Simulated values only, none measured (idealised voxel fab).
The process module presented herein is designated voxel local oxidation.
In the cross-section labelled cut, the width is 265 nm and each square cell is 5 nm.
Cross-section, as written here: a square-cell grid given band by band from the top down, where a band holds one or more rows of cells.
It is stipulated that each band's entry specify, in nanometres, the height of the top of the band and then that of its bottom, followed by the materials of the band in left-to-right sequence, each together with its width in nanometres. A single material marked by the word "throughout" is understood to fill the band from edge to edge; the word "air" is understood to denote empty space.
Beneath 0, the wafer as received is one material, and that level is where height counting begins. The lowest band goes on downward without a bottom; it is written like "0 nm and below".
A width such as "30->40" changes by the same amount from each row of cells to the next, from the band's top row to its bottom row.
"nothing altered", as given for a step, is the statement that not any cell of the cross-section underwent a change during that step.
Each empty space that has no open way to the top and spans at least 8 cells appears under "Enclosed void listing" as width x height at distance, the distance counted from the left edge, all in nm.
Formally, on a step line, whatever follows the settings is a remark that the simulator itself makes on the step.
What "overlay nm" on a step's line means: if the step has a mask, that mask lay this far to the right of its planned place, or, when the value is negative, to the left.
[This section lists the process steps that were planned]
1,RECEIVE, material Si
2,CONFORMAL_DEP, material SiO2, thk nm 5
3,CONFORMAL_DEP, material SiN, thk nm 15
4,MASKED_ETCH, tone cover, mask id ACTIVE, width nm 95, pitch nm 120, etch materials SiN, depth nm 15, overlay nm 0
5,SELECTIVE_ETCH, etch materials SiO2, depth nm 5
6,OXIDIZE, depth nm 10
7,STRIP, etch materials SiN
[Run as planned: first of two wafers]
[Wafer cross-section on receipt, i.e. after step 1]
  0 nm and below = Si throughout
  Enclosed void listing: none
[Step 2 complete: cross-section through the wafer]
  5 nm to 0 nm = SiO2 throughout
  Under 0: no change, same as before.
[Step 3 complete: cross-section through the wafer]
  20 nm to 5 nm = SiN throughout
  Under 5: no change, same as before.
[Step 4 complete: cross-section through the wafer]
  20 nm to 5 nm = 25 nm air; 95 nm SiN; 25 nm air; 95 nm SiN; 25 nm air
  Under 5: no change, same as before.
[Step 5 complete: cross-section through the wafer]
  20 nm to 5 nm = 25 nm air; 95 nm SiN; 25 nm air; 95 nm SiN; 25 nm air
  5 nm to 0 nm = 30 nm air; 85 nm SiO2; 35 nm air; 85 nm SiO2; 30 nm air
  Under 0: no change, same as before.
[Step 6 complete: cross-section through the wafer]
  20 nm to 5 nm = 25 nm air; 95 nm SiN; 25 nm air; 95 nm SiN; 25 nm air
  5 nm to 0 nm = 30 nm air; 85 nm SiO2; 35 nm air; 85 nm SiO2; 30 nm air
  0 nm to -10 nm = 40 nm SiO2; 65 nm Si; 55 nm SiO2; 65 nm Si; 40 nm SiO2
  Under -10: no change, same as before.
[Step 7 complete: cross-section through the wafer]
  5 nm to 0 nm = 30 nm air; 85 nm SiO2; 35 nm air; 85 nm SiO2; 30 nm air
  Under 0: no change, same as before.
[For the second wafer, take the first wafer's start and plan, then add one mistake made in running it; everything through step 3, that step included, is shared with the first]
[Second wafer profile in section, at the moment step 4 of the plan was meant to be complete]
  20 nm to 5 nm = 20 nm air; 105 nm SiN; 15 nm air; 105 nm SiN; 20 nm air
  Under 5: no change, same as before.
[Second wafer profile in section, at the moment step 5 of the plan was meant to be complete]
  20 nm to 5 nm = 20 nm air; 105 nm SiN; 15 nm air; 105 nm SiN; 20 nm air
  5 nm to 0 nm = 25 nm air; 95 nm SiO2; 25 nm air; 95 nm SiO2; 25 nm air
  Under 0: no change, same as before.
[Second wafer profile in section, at the moment step 6 of the plan was meant to be complete]
  20 nm to 5 nm = 20 nm air; 105 nm SiN; 15 nm air; 105 nm SiN; 20 nm air
  5 nm to 0 nm = 25 nm air; 95 nm SiO2; 25 nm air; 95 nm SiO2; 25 nm air
  0 nm to -10 nm = 35 nm SiO2; 75 nm Si; 45 nm SiO2; 75 nm Si; 35 nm SiO2
  Under -10: no change, same as before.
[Second wafer profile in section, at the moment step 7 of the plan was meant to be complete]
  5 nm to 0 nm = 25 nm air; 95 nm SiO2; 25 nm air; 95 nm SiO2; 25 nm air
  Under 0: no change, same as before.
Error vs. plan: step 4 did not use the planned setting and instead ran as MASKED_ETCH, tone cover, mask id ACTIVE, width nm 105, pitch nm 120, etch materials SiN, depth nm 15, overlay nm 0
At the finish, the second wafer shows more or fewer cells for some materials than the first does: +8 Si | -4 SiO2
